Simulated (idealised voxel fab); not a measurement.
Process module name: voxel fin reveal
For reference, the cross-section in this document is cut, with width 255 nm and square cells of 5 nm.
In what follows, cross-sections appear as grids of square cells, described through bands that run from the top down, where every band is one or more rows of cells.
Basically the band line says how high the top is and how high the bottom is, in nm, and then what's in it from left to right, every material with its width in nm. Empty space shows up as "blank", and if a single material carries "full width" it runs the full band edge to edge.
Height is counted from the level 0, under which the received wafer is composed throughout of one material. The lowest of the bands is not closed at the bottom but continues downward, in the notation "top 0, no bottom".
So if you see something like "30..40" for the width, read it as the top row of the band sitting at the first number and the bottom row at the second, with every row in between moving by the same amount as the last.
Step note "no alterations made" = no cross-section cell changed.
Voids not open to the top, 8 cells minimum: see "Closed-off voids". Written width x height at distance; distance is from the left edge; nm.
Read whatever lies past the settings on a step's line as the simulator's own remark about the step.
Steps that use a mask can have "overlay nm" on their line. It says how far the mask sat to the right of where it was meant to be. Negative means to the left.

HERE'S WHAT THE PLANNED PROCESS STEPS LOOK LIKE
- 1: op RECEIVE | material Si
- 2: op CONFORMAL_DEP | material SiN | thk nm 10
- 3: op PATTERN | tone cover | mask id FINS | material resist | width nm 15 | pitch nm 40 | thk nm 15 | overlay nm 0
- 4: op DIRECTIONAL_ETCH | etch materials SiN | depth nm 10
- 5: op DIRECTIONAL_ETCH | etch materials Si | depth nm 35
- 6: op STRIP | etch materials resist
- 7: op OXIDIZE | depth nm 5
- 8: op FILL_DEP | material SiO2 | thk nm 10
- 9: op CMP | height nm 10
- 10: op SELECTIVE_ETCH | etch materials SiO2 | depth nm 20
- 11: op STRIP | etch materials SiN

THIS IS THE CROSS-SECTION OF THE WAFER AS WE RECEIVED IT, I.E. AFTER STEP 1
  top 0, no bottom  Si full width
  Closed-off voids: none

THE FIRST OF THE TWO WAFERS AS SEEN IN CROSS-SECTION ONCE THE MODULE WAS FINISHED; PROCESSING FOLLOWED THE PLAN
  top 0, bottom -10  blank=85, then Si=5, then blank=35, then Si=5, then blank=35, then Si=5, then blank=85
  top -10, bottom -40  SiO2=85, then Si=5, then SiO2=35, then Si=5, then SiO2=35, then Si=5, then SiO2=85
  top -40, no bottom  Si full width
  Closed-off voids: none

WAFER TWO (OF TWO), END-OF-MODULE CROSS-SECTION: START = WAFER ONE, PLAN = WAFER ONE, ONE RUN MISTAKE
  top 0, bottom -10  blank=85, then Si=5, then blank=35, then Si=5, then blank=35, then Si=5, then blank=85
  top -10, bottom -50  SiO2=85, then Si=5, then SiO2=35, then Si=5, then SiO2=35, then Si=5, then SiO2=85
  top -50, no bottom  Si full width
  Closed-off voids: none
Short version of what went wrong: not per plan at step 5, really ran op DIRECTIONAL_ETCH | etch materials Si | depth nm 45
The closing comparison, in cells, has the second wafer with more or fewer of some materials than the first: Si: 96 fewer, SiO2: 96 more
